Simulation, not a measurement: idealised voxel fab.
Name of the process module below: voxel gate over fins
The cross-section on display is named cut; it measures 250 nm wide, and its cells are 5 nm squares.
Cross-section spec: square-cell grid; bands listed top down; each band is one or more rows. Band entry format. Leading values: height of top, height of bottom, nm. Remainder: materials in left-to-right order, each with its width in nm. Special words: "all across" on a single material, which then fills the band edge to edge; "blank", empty space. Height is counted from the level 0, under which the received wafer is composed throughout of one material. The lowest of the bands is not closed at the bottom but continues downward, in the notation "0 nm and below". It should be noted that a width expressed as "30->40" varies in equal increments from row to row of cells within the band, taking the value of the first number at the top row and that of the second number at the bottom row. Take "nothing changed" at face value: in the step it is given for, the cross-section changed in none of its cells. "Enclosed internal voids" contains a list of empty spaces, each no smaller than 8 cells and without an open way to the top, written in the form width x height at distance with the distance from the left edge and all three in nm. It should be noted that, on the line of a given step, the content following the step's settings is a remark produced by the simulator itself with respect to that step. overlay nm: mask offset rightward from planned place, masked step; negative means leftward offset.

# Set out below are the planned steps of the process
- 1: RECEIVE [material Si]
- 2: CONFORMAL_DEP [material SiN] [thk nm 10]
- 3: DIRECTIONAL_DEP [material aC] [thk nm 15]
- 4: PATTERN [tone cover] [mask id FINS] [material resist] [width nm 15] [pitch nm 35] [thk nm 35] [overlay nm 0]
- 5: DIRECTIONAL_ETCH [etch materials aC] [depth nm 15]
- 6: STRIP [etch materials resist]
- 7: DIRECTIONAL_ETCH [etch materials SiN] [depth nm 10]
- 8: DIRECTIONAL_ETCH [etch materials Si] [depth nm 30]
- 9: STRIP [etch materials aC]
- 10: OXIDIZE [depth nm 5]
- 11: FILL_DEP [material SiO2] [thk nm 5]
- 12: CMP [height nm 10]
- 13: SELECTIVE_ETCH [etch materials SiO2] [depth nm 25]
- 14: STRIP [etch materials SiN]
- 15: CONFORMAL_DEP [material HfO2] [thk nm 5]
- 16: CONFORMAL_DEP [material TiN] [thk nm 5]
- 17: FILL_DEP [material W] [thk nm 15]
- 18: CMP [height nm 20]
- 19: CONFORMAL_DEP [material SiCN] [thk nm 5]

# Wafer at receipt (post step 1), cross-section
  0 nm and below | Si all across
  Enclosed internal voids: none

# Here's the cross-section of the first of our two wafers at the end of the module - it ran as planned
  25 nm to 20 nm | SiCN all across
  20 nm to 10 nm | W all across
  10 nm to 5 nm | 95 of W, 25 of TiN, 10 of W, 25 of TiN, 95 of W
  5 nm to 0 nm | 95 of W, 5 of TiN, 15 of HfO2, 5 of TiN, 10 of W, 5 of TiN, 15 of HfO2, 5 of TiN, 95 of W
  0 nm to -5 nm | 95 of W, 5 of TiN, 5 of HfO2, 5 of Si, 5 of HfO2, 5 of TiN, 10 of W, 5 of TiN, 5 of HfO2, 5 of Si, 5 of HfO2, 5 of TiN, 95 of W
  -5 nm to -10 nm | 100 of TiN, 5 of HfO2, 5 of Si, 5 of HfO2, 20 of TiN, 5 of HfO2, 5 of Si, 5 of HfO2, 100 of TiN
  -10 nm to -15 nm | 105 of HfO2, 5 of Si, 30 of HfO2, 5 of Si, 105 of HfO2
  -15 nm to -35 nm | 105 of SiO2, 5 of Si, 30 of SiO2, 5 of Si, 105 of SiO2
  -35 nm and below | Si all across
  Enclosed internal voids: none

# What the second wafer looks like in cross-section once the module is done. Its start and its plan matched the first wafer's exactly; what differed was one mistake in how it was run
  25 nm to 20 nm | SiCN all across
  20 nm to 10 nm | W all across
  10 nm to 5 nm | 95 of W, 25 of TiN, 10 of W, 25 of TiN, 95 of W
  5 nm to 0 nm | 95 of W, 5 of TiN, 15 of HfO2, 5 of TiN, 10 of W, 5 of TiN, 15 of HfO2, 5 of TiN, 95 of W
  0 nm to -25 nm | 95 of W, 5 of TiN, 5 of HfO2, 5 of Si, 5 of HfO2, 5 of TiN, 10 of W, 5 of TiN, 5 of HfO2, 5 of Si, 5 of HfO2, 5 of TiN, 95 of W
  -25 nm to -30 nm | 100 of TiN, 5 of HfO2, 5 of Si, 5 of HfO2, 20 of TiN, 5 of HfO2, 5 of Si, 5 of HfO2, 100 of TiN
  -30 nm to -35 nm | 105 of HfO2, 5 of Si, 30 of HfO2, 5 of Si, 105 of HfO2
  -35 nm and below | Si all across
  Enclosed internal voids: none
Where did the run depart from the plan? twice, step 13 of the plan was run
Final cells, second wafer relative to first, materials higher or lower: 16 more of HfO2; 192 fewer of SiO2; 16 more of TiN; 160 more of W
